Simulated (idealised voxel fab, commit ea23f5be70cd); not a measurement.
The process module that follows is named voxel local oxidation.
Pictured: cross-section cut, 265 nm wide, on a grid of 5 nm square cells.
How to read a cross-section here: the picture is a grid of square cells, written as bands going from the top down, and any band can span one or more rows of cells. The band entry comprises the height of the band's top followed by the height of its bottom, expressed in nm, and subsequently the band's materials from left to right, each stated together with its width in nm. Where a single material is marked with the word "throughout", that material fills the band from edge to edge. The word "air" represents empty space. Heights are expressed relative to 0, this being the level below which the as-received wafer comprises one material exclusively. The lowest band is unbounded in the downward direction and is denoted as in "0 down". When a width is written as two numbers, as in "30->40", the first number is the width in the top row of cells of the band and the second is the width in its bottom row, and the width changes by the same amount from each row to the next. Take "all unchanged" at face value: in the step it is given for, the cross-section changed in none of its cells. "Enclosed internal voids": sealed empty spaces, 8 cells or more, no open way to top, listed width x height at distance, with distance from the left edge and width, height and distance in nm. What comes after the settings on a step's line is commentary from the simulator itself on that step. A step line may carry the setting "overlay nm", which, for steps involving a mask, states the distance by which the mask lay to the right of its intended position; negative values denote displacement to the left.

# This section lists the process steps that were planned
1: RECEIVE [material Si]
2: CONFORMAL_DEP [material SiO2] [thk nm 5]
3: CONFORMAL_DEP [material SiN] [thk nm 15]
4: MASKED_ETCH [tone cover] [mask id ACTIVE] [width nm 95] [pitch nm 120] [etch materials SiN] [depth nm 15] [overlay nm -10]
5: SELECTIVE_ETCH [etch materials SiO2] [depth nm 5]
6: OXIDIZE [depth nm 10]
7: STRIP [etch materials SiN]
The wafers in this document start out alike and differ in the overlay nm applied at step 4; the plan shows the value used for the first wafer.

# Incoming state of the first of several wafers in cross-section: after step 1
* 0 down | Si throughout
* Enclosed internal voids: none

# What follows is a table in which each wafer occupies a row; for the wafer as it stands at the close of the module, the row states, material by material, how many cells have been gained (+) or lost (-) since receipt, and then gives its closed voids
overlay nm -10, -54 Si, +88 SiO2, Enclosed internal voids: none
overlay nm -5, -54 Si, +88 SiO2, Enclosed internal voids: none
overlay nm 0, -54 Si, +88 SiO2, Enclosed internal voids: none
overlay nm 5, -54 Si, +88 SiO2, Enclosed internal voids: none
overlay nm 10, -54 Si, +88 SiO2, Enclosed internal voids: none
